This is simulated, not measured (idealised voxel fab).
A process module follows: voxel wiring stack.
Each square cell in cross-section cut measures 5 nm, and the section as a whole is 275 nm wide.
Reading order for cross-sections: top band down to bottom band. Underlying form: a grid of square cells. Band size: one or more rows of cells. Band: top height; bottom height; in nm. Then, left to right: material with width in nm, for each material. "edge to edge": a single material spanning edge to edge. "blank": empty space. Beneath 0, the wafer as received is one material, and that level is where height counting begins. The lowest band goes on downward without a bottom; it is written like "0 -> down". Graded width ("30..40"): value in top row of band = first number; value in bottom row = second number; row-to-row change constant. "all unchanged" (step): cross-section cells unchanged, all of them. This entry, "Entrapped void list", enumerates those empty regions of no fewer than 8 cells that possess no open connection to the top. Each region is reported in the form width x height at distance, the distance being taken from the left edge, with all three quantities expressed in nm. Anything after a step's settings on that line? It's the simulator's own note about the step. A step line may carry the setting "overlay nm", which, for steps involving a mask, states the distance by which the mask lay to the right of its intended position; negative values denote displacement to the left.
Process steps (planned)
- 1: op RECEIVE | material Si
- 2: op CONFORMAL_DEP | material SiO2 | thk nm 15
- 3: op CONFORMAL_DEP | material SiCN | thk nm 5
- 4: op DIRECTIONAL_DEP | material lowk | thk nm 20
- 5: op MASKED_ETCH | tone open | mask id METAL_1 | width nm 30 | pitch nm 55 | etch materials lowk | depth nm 10 | overlay nm 0
- 6: op MASKED_ETCH | tone open | mask id METAL_1 | width nm 30 | pitch nm 55 | etch materials SiCN | depth nm 5 | overlay nm 0
- 7: op CONFORMAL_DEP | material TiN | thk nm 5
- 8: op FILL_DEP | material Ru | thk nm 5
- 9: op CMP | height nm 40
- 10: op CONFORMAL_DEP | material SiCN | thk nm 5
- 11: op DIRECTIONAL_DEP | material lowk | thk nm 25
- 12: op DIRECTIONAL_DEP | material aC | thk nm 10
- 13: op PATTERN | tone open | mask id METAL_2 | material resist | width nm 30 | pitch nm 55 | thk nm 25 | overlay nm 0
- 14: op DIRECTIONAL_ETCH | etch materials aC | depth nm 10
- 15: op STRIP | etch materials resist
- 16: op DIRECTIONAL_ETCH | etch materials lowk | depth nm 15
- 17: op STRIP | etch materials aC
- 18: op DIRECTIONAL_DEP | material aC | thk nm 15
- 19: op PATTERN | tone open | mask id METAL_2_HOLES | material resist | width nm 15 | pitch nm 55 | thk nm 30 | overlay nm 0
- 20: op DIRECTIONAL_ETCH | etch materials aC | depth nm 15
- 21: op STRIP | etch materials resist
- 22: op DIRECTIONAL_ETCH | etch materials lowk | depth nm 10
- 23: op DIRECTIONAL_ETCH | etch materials SiCN | depth nm 5
- 24: op STRIP | etch materials aC
- 25: op CONFORMAL_DEP | material TiN | thk nm 5
- 26: op FILL_DEP | material Cu | thk nm 10
- 27: op CMP | height nm 70
- 28: op CONFORMAL_DEP | material SiCN | thk nm 5
Heads up: all these wafers start the same, and what changes between them is the depth nm in step 5. The value you see in the plan is just what the first wafer got.
As-received cross-section, first of several wafers, post step 1
  0 -> down | Si edge to edge
  Entrapped void list: none
Row per wafer, end-of-module: cell gain (+)/loss (-) by material since the wafer came in, then closed voids
depth nm 10 | +44 Cu | +16 Ru | +153 SiCN | +165 SiO2 | +96 TiN | +351 lowk | Entrapped void list: none
depth nm 15 | +44 Cu | +32 Ru | +153 SiCN | +165 SiO2 | +104 TiN | +327 lowk | Entrapped void list: none
depth nm 20 | +44 Cu | +64 Ru | +129 SiCN | +165 SiO2 | +120 TiN | +303 lowk | Entrapped void list: none
depth nm 25 | +44 Cu | +64 Ru | +129 SiCN | +165 SiO2 | +120 TiN | +303 lowk | Entrapped void list: none
depth nm 30 | +44 Cu | +64 Ru | +129 SiCN | +165 SiO2 | +120 TiN | +303 lowk | Entrapped void list: none
depth nm 35 | +44 Cu | +64 Ru | +129 SiCN | +165 SiO2 | +120 TiN | +303 lowk | Entrapped void list: none
